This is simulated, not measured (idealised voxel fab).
Name of the process module below: voxel wiring stack
Pictured: cross-section cut, 300 nm wide, on a grid of 5 nm square cells.
Cross-section, as written here: a square-cell grid given band by band from the top down, where a band holds one or more rows of cells.
Quick guide to a band line: top height, bottom height (nm) up front; then every material left to right with its width in nm. Only one material and it's marked "everywhere"? Then it fills the band edge to edge. And "blank" just means empty space.
Counting heights begins at 0, where everything beneath is, in the wafer as received, one material. The lowest band has no bottom; it goes on downwards, as "top 0, no bottom" shows.
Width "30..40": first value at the band's top row of cells, second value at its bottom row, equal change from row to row.
Key: "no modifications" - step with no changed cell in the cross-section.
Voids not open to the top, 8 cells minimum: see "Sealed internal cavities". Written width x height at distance; distance is from the left edge; nm.
What comes after the settings on a step's line is commentary from the simulator itself on that step.
Each step line may optionally specify "overlay nm", which for a step with a mask gives the rightward distance between the mask's planned place and where it lay, a negative value indicating the leftward direction.

## Process steps - plan
step 1: RECEIVE: material Si
step 2: CONFORMAL_DEP: material SiO2, thk nm 15
step 3: DIRECTIONAL_DEP: material TiN, thk nm 5
step 4: DIRECTIONAL_DEP: material W, thk nm 15
step 5: PATTERN: tone cover, mask id METAL_1, material resist, width nm 25, pitch nm 55, thk nm 20, overlay nm 0
step 6: DIRECTIONAL_ETCH: etch materials W, depth nm 15
step 7: DIRECTIONAL_ETCH: etch materials TiN, depth nm 5
step 8: STRIP: etch materials resist
step 9: CONFORMAL_DEP: material SiCN, thk nm 5
step 10: FILL_DEP: material lowk, thk nm 10
step 11: CMP: height nm 35
step 12: CONFORMAL_DEP: material SiCN, thk nm 5
step 13: DIRECTIONAL_DEP: material lowk, thk nm 10
step 14: DIRECTIONAL_DEP: material aC, thk nm 10
step 15: PATTERN: tone open, mask id PLUG_1, material resist, width nm 15, thk nm 25, overlay nm 0
step 16: DIRECTIONAL_ETCH: etch materials aC, depth nm 10
step 17: STRIP: etch materials resist
step 18: DIRECTIONAL_ETCH: etch materials lowk, depth nm 10
step 19: DIRECTIONAL_ETCH: etch materials SiCN, depth nm 5
step 20: STRIP: etch materials aC
step 21: CONFORMAL_DEP: material TiN, thk nm 5
step 22: FILL_DEP: material Cu, thk nm 5
step 23: CMP: height nm 50
step 24: CONFORMAL_DEP: material SiCN, thk nm 5
step 25: DIRECTIONAL_DEP: material lowk, thk nm 15
step 26: MASKED_ETCH: tone open, mask id METAL_2, width nm 25, pitch nm 55, etch materials lowk, depth nm 15, overlay nm 0
step 27: MASKED_ETCH: tone open, mask id METAL_2, width nm 25, pitch nm 55, etch materials SiCN, depth nm 5, overlay nm 0
step 28: CONFORMAL_DEP: material TiN, thk nm 5
step 29: FILL_DEP: material Cu, thk nm 5
step 30: CMP: height nm 70
step 31: CONFORMAL_DEP: material SiCN, thk nm 5
step 32: DIRECTIONAL_DEP: material lowk, thk nm 15
step 33: PATTERN: tone open, mask id PLUG_2, material resist, width nm 15, thk nm 15, overlay nm 0
step 34: DIRECTIONAL_ETCH: etch materials lowk, depth nm 15
step 35: DIRECTIONAL_ETCH: etch materials SiCN, depth nm 5
step 36: STRIP: etch materials resist
step 37: CONFORMAL_DEP: material TiN, thk nm 5
step 38: FILL_DEP: material Cu, thk nm 5
step 39: CMP: height nm 90
step 40: DIRECTIONAL_DEP: material TiN, thk nm 5
step 41: DIRECTIONAL_DEP: material Ru, thk nm 20
step 42: MASKED_ETCH: tone cover, mask id METAL_3, width nm 25, pitch nm 55, etch materials Ru, depth nm 20, overlay nm 0
step 43: MASKED_ETCH: tone cover, mask id METAL_3, width nm 25, pitch nm 55, etch materials TiN, depth nm 5, overlay nm 0
step 44: CONFORMAL_DEP: material SiCN, thk nm 5
step 45: FILL_DEP: material SiO2, thk nm 5
step 46: CMP: height nm 115
step 47: CONFORMAL_DEP: material SiCN, thk nm 5
step 48: DIRECTIONAL_DEP: material lowk, thk nm 30
step 49: PATTERN: tone open, mask id METAL_4_HOLES, material resist, width nm 15, pitch nm 55, thk nm 20, overlay nm 0
step 50: DIRECTIONAL_ETCH: etch materials lowk, depth nm 30
step 51: STRIP: etch materials resist
step 52: PATTERN: tone open, mask id METAL_4, material resist, width nm 25, pitch nm 55, thk nm 15, overlay nm 0
step 53: DIRECTIONAL_ETCH: etch materials lowk, depth nm 15
step 54: DIRECTIONAL_ETCH: etch materials SiCN, depth nm 5
step 55: STRIP: etch materials resist
step 56: CONFORMAL_DEP: material TiN, thk nm 5
step 57: FILL_DEP: material Cu, thk nm 10
step 58: CMP: height nm 150
step 59: CONFORMAL_DEP: material SiN, thk nm 5

## Cross-section of the incoming wafer, state after step 1
top 0, no bottom  Si everywhere
Sealed internal cavities: none

## The first of two wafers, cross-sectioned at the end of the module, with the run proceeding as planned
top 155, bottom 150  SiN everywhere
top 150, bottom 140  lowk: 110, TiN: 5, Cu: 15, TiN: 5, lowk: 30, TiN: 5, Cu: 15, TiN: 5, lowk: 110
top 140, bottom 135  lowk: 110, TiN: 5, Cu: 5, TiN: 15, lowk: 30, TiN: 5, Cu: 5, TiN: 15, lowk: 110
top 135, bottom 120  lowk: 110, TiN: 5, Cu: 5, TiN: 5, lowk: 40, TiN: 5, Cu: 5, TiN: 5, lowk: 120
top 120, bottom 115  SiCN: 110, TiN: 15, SiCN: 40, TiN: 15, SiCN: 120
top 115, bottom 95  SiO2: 105, SiCN: 5, Ru: 25, SiCN: 5, SiO2: 20, SiCN: 5, Ru: 25, SiCN: 5, SiO2: 105
top 95, bottom 90  SiCN: 110, TiN: 25, SiCN: 30, TiN: 25, SiCN: 110
top 90, bottom 75  lowk: 110, TiN: 5, Cu: 5, TiN: 5, lowk: 175
top 75, bottom 70  SiCN: 110, TiN: 15, SiCN: 175
top 70, bottom 55  lowk: 110, TiN: 5, Cu: 15, TiN: 5, lowk: 30, TiN: 5, Cu: 15, TiN: 5, lowk: 110
top 55, bottom 50  SiCN: 110, TiN: 25, SiCN: 30, TiN: 25, SiCN: 110
top 50, bottom 40  lowk: 110, TiN: 5, Cu: 5, TiN: 5, lowk: 175
top 40, bottom 35  SiCN: 110, TiN: 15, SiCN: 175
top 35, bottom 20  lowk: 105, SiCN: 5, W: 25, SiCN: 5, lowk: 20, SiCN: 5, W: 25, SiCN: 5, lowk: 105
top 20, bottom 15  SiCN: 110, TiN: 25, SiCN: 30, TiN: 25, SiCN: 110
top 15, bottom 0  SiO2 everywhere
top 0, no bottom  Si everywhere
Sealed internal cavities: none

## Cross-section, wafer two of two, end of module: same start and plan as wafer one, one error in execution
top 155, bottom 150  SiN everywhere
top 150, bottom 140  Cu: 120, TiN: 5, lowk: 10, TiN: 5, Cu: 35, TiN: 5, lowk: 10, TiN: 5, Cu: 105
top 140, bottom 135  TiN: 115, Cu: 5, TiN: 5, lowk: 10, TiN: 35, Cu: 5, TiN: 5, lowk: 10, TiN: 110
top 135, bottom 125  lowk: 110, TiN: 5, Cu: 5, TiN: 5, lowk: 40, TiN: 5, Cu: 5, TiN: 5, lowk: 120
top 125, bottom 120  lowk: 110, TiN: 15, lowk: 40, TiN: 15, lowk: 120
top 120, bottom 115  SiCN everywhere
top 115, bottom 95  SiO2: 105, SiCN: 5, Ru: 25, SiCN: 5, SiO2: 20, SiCN: 5, Ru: 25, SiCN: 5, SiO2: 105
top 95, bottom 90  SiCN: 110, TiN: 25, SiCN: 30, TiN: 25, SiCN: 110
top 90, bottom 75  lowk: 110, TiN: 5, Cu: 5, TiN: 5, lowk: 175
top 75, bottom 70  SiCN: 110, TiN: 15, SiCN: 175
top 70, bottom 55  lowk: 110, TiN: 5, Cu: 15, TiN: 5, lowk: 30, TiN: 5, Cu: 15, TiN: 5, lowk: 110
top 55, bottom 50  SiCN: 110, TiN: 25, SiCN: 30, TiN: 25, SiCN: 110
top 50, bottom 40  lowk: 110, TiN: 5, Cu: 5, TiN: 5, lowk: 175
top 40, bottom 35  SiCN: 110, TiN: 15, SiCN: 175
top 35, bottom 20  lowk: 105, SiCN: 5, W: 25, SiCN: 5, lowk: 20, SiCN: 5, W: 25, SiCN: 5, lowk: 105
top 20, bottom 15  SiCN: 110, TiN: 25, SiCN: 30, TiN: 25, SiCN: 110
top 15, bottom 0  SiO2 everywhere
top 0, no bottom  Si everywhere
Sealed internal cavities: none
What went wrong in running the wafer? step 52 was run on a setting that differed from the plan, and what really ran there is PATTERN: tone cover, mask id METAL_4, material resist, width nm 25, pitch nm 55, thk nm 15, overlay nm 0
Once processing is complete, comparing cell counts shows that the second wafer has more or fewer of certain materials than the first: +90 Cu; +6 SiCN; +42 TiN; -138 lowk
